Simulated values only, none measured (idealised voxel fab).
The process module that follows is named voxel self aligned vias.
cross-section cut | 255 nm wide | cells 5 nm
This document writes a cross-section as a grid whose cells are square, and gives it as bands, listed from the top down; one or more rows of cells form a band. Top, bottom (nm), then materials left to right with widths (nm); lone material tagged "everywhere" fills the whole band edge to edge; "air" = empty space. Ref level 0: as-received wafer is one material below here. Bottom band extends down with no lower bound ("0 nm and below"). Per-row width for "30->40": begins at first number (top row of band), ends at second number (bottom row), increment between rows held constant. Basically "left unchanged" means that step didn't change any cell in the cross-section. Look at "Closed internal cavities" for the closed voids: empty spaces with no open path to the top, sized 8 cells or up. Each is width x height at distance, distance from the left edge, all nm. What comes after the settings on a step's line is commentary from the simulator itself on that step. Among the settings permitted on a step's line is "overlay nm"; applied to a step with a mask, it specifies the extent to which the mask lay to the right of its planned position, whereas a negative figure signifies a position to the left.
Below is the list of planned process steps:
| 1 | RECEIVE [material Si] |
| 2 | CONFORMAL_DEP [material SiO2] [thk nm 10] |
| 3 | CONFORMAL_DEP [material SiCN] [thk nm 5] |
| 4 | DIRECTIONAL_DEP [material lowk] [thk nm 30] |
| 5 | PATTERN [tone open] [mask id LINES] [material resist] [width nm 25] [pitch nm 70] [thk nm 15] [overlay nm 0] |
| 6 | DIRECTIONAL_ETCH [etch materials lowk] [depth nm 30] |
| 7 | STRIP [etch materials resist] |
| 8 | CONFORMAL_DEP [material TiN] [thk nm 5] |
| 9 | FILL_DEP [material Ru] [thk nm 5] |
| 10 | CMP [height nm 45] |
| 11 | SELECTIVE_ETCH [etch materials W Ru TiN] [depth nm 5] |
| 12 | FILL_DEP [material SiN] [thk nm 10] |
| 13 | CMP [height nm 45] |
| 14 | DIRECTIONAL_DEP [material lowk] [thk nm 15] |
| 15 | DIRECTIONAL_DEP [material aC] [thk nm 10] |
| 16 | PATTERN [tone open] [mask id VIAS] [material resist] [width nm 45] [thk nm 30] [overlay nm 0] |
| 17 | DIRECTIONAL_ETCH [etch materials aC] [depth nm 10] |
| 18 | STRIP [etch materials resist] |
| 19 | DIRECTIONAL_ETCH [etch materials lowk] [depth nm 15] |
| 20 | DIRECTIONAL_ETCH [etch materials SiN] [depth nm 5] |
| 21 | STRIP [etch materials aC] |
| 22 | CONFORMAL_DEP [material TiN] [thk nm 5] |
| 23 | FILL_DEP [material Ru] [thk nm 5] |
| 24 | CMP [height nm 60] |
| 25 | CONFORMAL_DEP [material SiN] [thk nm 5] |
The cross-section here shows the wafer as received, i.e. in its state after step 1:
- 0 nm and below  Si everywhere
- Closed internal cavities: none
End-of-module XS, first of two wafers, run as planned:
- 65 nm to 60 nm  SiN everywhere
- 60 nm to 50 nm  lowk: 70  TiN: 5  Ru: 35  TiN: 5  lowk: 140
- 50 nm to 45 nm  lowk: 70  TiN: 15  Ru: 15  TiN: 15  lowk: 140
- 45 nm to 40 nm  lowk: 80  TiN: 25  lowk: 45  SiN: 25  lowk: 80
- 40 nm to 20 nm  lowk: 80  TiN: 5  Ru: 15  TiN: 5  lowk: 45  TiN: 5  Ru: 15  TiN: 5  lowk: 80
- 20 nm to 15 nm  lowk: 80  TiN: 25  lowk: 45  TiN: 25  lowk: 80
- 15 nm to 10 nm  SiCN everywhere
- 10 nm to 0 nm  SiO2 everywhere
- 0 nm and below  Si everywhere
- Closed internal cavities: none
The second wafer, shown in cross-section after the module: started the same way as the first and given the same plan, yet one mistake crept into how it was run:
- 65 nm to 60 nm  SiN everywhere
- 60 nm to 50 nm  lowk: 75  TiN: 5  Ru: 25  TiN: 5  lowk: 145
- 50 nm to 45 nm  lowk: 75  TiN: 10  Ru: 15  TiN: 10  lowk: 145
- 45 nm to 40 nm  lowk: 80  TiN: 25  lowk: 45  SiN: 25  lowk: 80
- 40 nm to 20 nm  lowk: 80  TiN: 5  Ru: 15  TiN: 5  lowk: 45  TiN: 5  Ru: 15  TiN: 5  lowk: 80
- 20 nm to 15 nm  lowk: 80  TiN: 25  lowk: 45  TiN: 25  lowk: 80
- 15 nm to 10 nm  SiCN everywhere
- 10 nm to 0 nm  SiO2 everywhere
- 0 nm and below  Si everywhere
- Closed internal cavities: none
Short version of what went wrong: step 16 off recipe, ran as PATTERN [tone open] [mask id VIAS] [material resist] [width nm 35] [thk nm 30] [overlay nm 0]
Final cells, second wafer relative to first, materials higher or lower: Ru -4 | TiN -2 | lowk +6
